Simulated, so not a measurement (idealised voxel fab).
process module | voxel wiring stack
cross-section cut | 275 nm wide | cells 5 nm
A cross-section is a grid of square cells, given in bands from the top down. A band is one or more rows of cells.
Each band's line starts with the height of the band's top and of its bottom, in nm. Then come its materials from left to right, each with its width in nm. One material with "throughout" fills the band from edge to edge. "air" is empty space.
Height 0 is the level under which the wafer as received is all one material. The lowest band goes on downwards, as in "0 down".
A width such as "30 to 40" changes by the same amount from each row of cells to the next, from the band's top row to its bottom row.
"no change" after a step means that no cell of the cross-section changed.
closed voids: empty space of 8 cells or more with no open way to the top, each as width x height at its distance from the left edge, in nm
after a step's settings: what the simulator itself notes on the step
overlay nm, on a step with a mask: how far to the right of its planned place the mask lay; to the left if negative
plan
1 op RECEIVE | material Si
2 op CONFORMAL_DEP | material SiO2 | thk nm 15
3 op CONFORMAL_DEP | material SiCN | thk nm 5
4 op DIRECTIONAL_DEP | material SiO2 | thk nm 20
5 op DIRECTIONAL_DEP | material aC | thk nm 15
6 op PATTERN | tone open | mask id METAL_1 | material resist | width nm 30 | pitch nm 45 | thk nm 30 | overlay nm 0
7 op DIRECTIONAL_ETCH | etch materials aC | depth nm 15
8 op STRIP | etch materials resist
9 op DIRECTIONAL_ETCH | etch materials SiO2 | depth nm 20
10 op DIRECTIONAL_ETCH | etch materials SiCN | depth nm 5
11 op STRIP | etch materials aC
12 op CONFORMAL_DEP | material TiN | thk nm 5
13 op FILL_DEP | material Cu | thk nm 5
14 op CMP | height nm 40
15 op CONFORMAL_DEP | material SiCN | thk nm 5
16 op DIRECTIONAL_DEP | material lowk | thk nm 30
17 op PATTERN | tone open | mask id METAL_2 | material resist | width nm 30 | pitch nm 45 | thk nm 15 | overlay nm 0
18 op DIRECTIONAL_ETCH | etch materials lowk | depth nm 15
19 op STRIP | etch materials resist
20 op PATTERN | tone open | mask id METAL_2_HOLES | material resist | width nm 15 | pitch nm 90 | thk nm 20 | overlay nm 0
21 op DIRECTIONAL_ETCH | etch materials lowk | depth nm 15
22 op DIRECTIONAL_ETCH | etch materials SiCN | depth nm 5
23 op STRIP | etch materials resist
24 op CONFORMAL_DEP | material TiN | thk nm 5
25 op FILL_DEP | material Cu | thk nm 5
26 op CMP | height nm 75
27 op CONFORMAL_DEP | material SiCN | thk nm 5
28 op DIRECTIONAL_DEP | material lowk | thk nm 25
29 op DIRECTIONAL_DEP | material aC | thk nm 15
30 op PATTERN | tone open | mask id METAL_3 | material resist | width nm 30 | pitch nm 45 | thk nm 30 | overlay nm 0
31 op DIRECTIONAL_ETCH | etch materials aC | depth nm 15
32 op STRIP | etch materials resist
33 op DIRECTIONAL_ETCH | etch materials lowk | depth nm 15
34 op STRIP | etch materials aC
35 op DIRECTIONAL_DEP | material aC | thk nm 10
36 op PATTERN | tone open | mask id METAL_3_HOLES | material resist | width nm 15 | pitch nm 90 | thk nm 25 | overlay nm 0
37 op DIRECTIONAL_ETCH | etch materials aC | depth nm 10
38 op STRIP | etch materials resist
39 op DIRECTIONAL_ETCH | etch materials lowk | depth nm 10
40 op DIRECTIONAL_ETCH | etch materials SiCN | depth nm 5
41 op STRIP | etch materials aC
42 op CONFORMAL_DEP | material TiN | thk nm 5
43 op FILL_DEP | material Cu | thk nm 5
44 op CMP | height nm 105
45 op CONFORMAL_DEP | material SiCN | thk nm 5
as received, after step 1
  0 down: Si throughout
  closed voids: none
a wafer at the end: this start, this plan, one mistake
  110 to 105: SiCN throughout
  105 to 95: lowk 75 | TiN 5 | Cu 20 | TiN 5 | lowk 15 | TiN 5 | Cu 20 | TiN 5 | lowk 15 | TiN 5 | Cu 20 | TiN 5 | lowk 80
  95 to 90: lowk 75 | TiN 5 | Cu 5 | TiN 20 | lowk 15 | TiN 30 | lowk 15 | TiN 5 | Cu 5 | TiN 20 | lowk 80
  90 to 80: lowk 75 | TiN 5 | Cu 5 | TiN 5 | lowk 75 | TiN 5 | Cu 5 | TiN 5 | lowk 95
  80 to 75: SiCN 75 | TiN 15 | SiCN 75 | TiN 15 | SiCN 95
  75 to 65: lowk 75 | TiN 5 | Cu 20 | TiN 5 | lowk 15 | TiN 5 | Cu 20 | TiN 5 | lowk 15 | TiN 5 | Cu 20 | TiN 5 | lowk 80
  65 to 60: lowk 75 | TiN 5 | Cu 5 | TiN 20 | lowk 15 | TiN 30 | lowk 15 | TiN 5 | Cu 5 | TiN 20 | lowk 80
  60 to 45: lowk 75 | TiN 5 | Cu 5 | TiN 5 | lowk 75 | TiN 5 | Cu 5 | TiN 5 | lowk 95
  45 to 40: SiCN 75 | TiN 15 | SiCN 75 | TiN 15 | SiCN 95
  40 to 20: lowk throughout
  20 to 15: SiCN throughout
  15 to 0: SiO2 throughout
  0 down: Si throughout
  closed voids: none
what went wrong: step 4 ran as: op DIRECTIONAL_DEP | material lowk | thk nm 20
